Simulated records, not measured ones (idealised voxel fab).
Process module in this document: voxel transistor to metal
For reference, the cross-section in this document is cut, with width 150 nm and square cells of 5 nm.
Cross-section format: a grid of square cells, given as bands from top to bottom; each band is one or more rows of cells. First you get the band's top height and its bottom height, in nm, and then the materials it's made of, left to right, with each width in nm. If you see a single material with "all across", that one covers the band edge to edge. "blank" is empty space. The level at which height equals 0 is the one under which the wafer, as it arrives, is entirely one material. No lower edge exists for the bottom band, which continues downward and is notated as in "0 -> down". A width given as "30..40" starts at the first number in the band's top row and ends at the second number in its bottom row, shifting by an equal amount at every step from row to row. Step note "nothing changed" = no cross-section cell changed. "Internal closed voids": empty spaces of 8 cells or more with no open way to the top, each given as width x height at distance, distance from the left edge, all in nm. Formally, on a step line, whatever follows the settings is a remark that the simulator itself makes on the step. "overlay nm" denotes, for a step that has a mask, the displacement of the mask to the right of its planned place, with negative values corresponding to the left.
Process steps foreseen in the plan:
step 1: RECEIVE [material Si]
step 2: OXIDIZE [depth nm 5]
step 3: CONFORMAL_DEP [material SiN] [thk nm 10]
step 4: MASKED_ETCH [tone cover] [mask id ACTIVE] [width nm 95] [etch materials SiN] [depth nm 10] [overlay nm 0]
step 5: MASKED_ETCH [tone cover] [mask id ACTIVE] [width nm 95] [etch materials SiO2] [depth nm 5] [overlay nm 0]
step 6: MASKED_ETCH [tone cover] [mask id ACTIVE] [width nm 95] [etch materials Si] [depth nm 25] [overlay nm 0]
step 7: FILL_DEP [material SiO2] [thk nm 15]
step 8: CMP [height nm 10]
step 9: SELECTIVE_ETCH [etch materials SiO2] [depth nm 10]
step 10: STRIP [etch materials SiN]
step 11: SELECTIVE_ETCH [etch materials SiO2] [depth nm 5]
step 12: OXIDIZE [depth nm 5]
step 13: DIRECTIONAL_DEP [material polySi] [thk nm 25]
step 14: DIRECTIONAL_DEP [material SiCN] [thk nm 15]
step 15: PATTERN [tone cover] [mask id GATE] [material resist] [width nm 25] [thk nm 20] [overlay nm 0]
step 16: DIRECTIONAL_ETCH [etch materials SiCN] [depth nm 25]
step 17: DIRECTIONAL_ETCH [etch materials polySi] [depth nm 35]
step 18: STRIP [etch materials resist]
step 19: CONFORMAL_DEP [material SiO2] [thk nm 5]
step 20: DIRECTIONAL_ETCH [etch materials SiO2] [depth nm 5]
step 21: CONFORMAL_DEP [material SiN] [thk nm 5]
step 22: DIRECTIONAL_ETCH [etch materials SiN] [depth nm 5]
step 23: DIRECTIONAL_ETCH [etch materials SiO2] [depth nm 5]
step 24: DIRECTIONAL_ETCH [etch materials Si] [depth nm 10]
step 25: EPI [material SiGe] [thk nm 10]
step 26: FILL_DEP [material SiO2] [thk nm 10]
step 27: CMP [height nm 35]
step 28: DIRECTIONAL_DEP [material SiO2] [thk nm 10]
step 29: MASKED_ETCH [tone open] [mask id CONTACT] [width nm 25] [pitch nm 60] [etch materials SiO2] [depth nm 55] [overlay nm 0]
step 30: CONFORMAL_DEP [material TiN] [thk nm 5]
step 31: FILL_DEP [material Ru] [thk nm 5]
step 32: CMP [height nm 45]
step 33: DIRECTIONAL_DEP [material TiN] [thk nm 5]
step 34: DIRECTIONAL_DEP [material Ru] [thk nm 20]
step 35: PATTERN [tone cover] [mask id METAL_1] [material resist] [width nm 15] [pitch nm 70] [thk nm 20] [overlay nm 0]
step 36: DIRECTIONAL_ETCH [etch materials Ru] [depth nm 20]
step 37: DIRECTIONAL_ETCH [etch materials TiN] [depth nm 5]
step 38: STRIP [etch materials resist]
step 39: CONFORMAL_DEP [material SiN] [thk nm 5]
step 40: FILL_DEP [material SiO2] [thk nm 5]
step 41: CMP [height nm 70]
step 42: CONFORMAL_DEP [material SiN] [thk nm 5]
As-received wafer cross-section (after step 1):
0 -> down: Si all across
Internal closed voids: none
One mistake in running the module, otherwise start and plan as above: cross-section at the end:
75 -> 70: SiN all across
70 -> 50: SiO2=25 / SiN=5 / Ru=15 / SiN=5 / SiO2=45 / SiN=5 / Ru=15 / SiN=5 / SiO2=30
50 -> 45: SiN=30 / TiN=15 / SiN=55 / TiN=15 / SiN=35
45 -> 35: SiO2=30 / TiN=5 / Ru=15 / TiN=5 / SiO2=35 / TiN=5 / Ru=15 / TiN=5 / SiO2=35
35 -> 20: SiO2=30 / TiN=5 / Ru=15 / TiN=5 / SiN=5 / SiCN=25 / SiN=5 / TiN=5 / Ru=15 / TiN=5 / SiO2=35
20 -> 5: SiO2=30 / TiN=5 / Ru=15 / TiN=5 / SiN=5 / polySi=25 / SiN=5 / TiN=5 / Ru=15 / TiN=5 / SiO2=35
5 -> 0: SiO2=30 / TiN=5 / Ru=5 / TiN=15 / SiN=5 / polySi=25 / SiN=5 / TiN=15 / Ru=5 / TiN=5 / SiO2=35
0 -> -5: SiO2=30 / TiN=5 / Ru=5 / TiN=5 / SiGe=10 / SiN=5 / polySi=25 / SiN=5 / SiGe=10 / TiN=5 / Ru=5 / TiN=5 / SiO2=35
-5 -> -10: SiO2=30 / TiN=15 / SiGe=10 / SiN=5 / SiO2=25 / SiN=5 / SiGe=10 / TiN=15 / SiO2=35
-10 -> -20: SiO2=20..25 / SiGe=35..30 / Si=35 / SiGe=35..30 / SiO2=25..30
-20 -> -30: SiO2=25 / Si=95 / SiO2=30
-30 -> down: Si all across
Internal closed voids: none
Plan not followed: step 19 of the plan was bypassed and not carried out
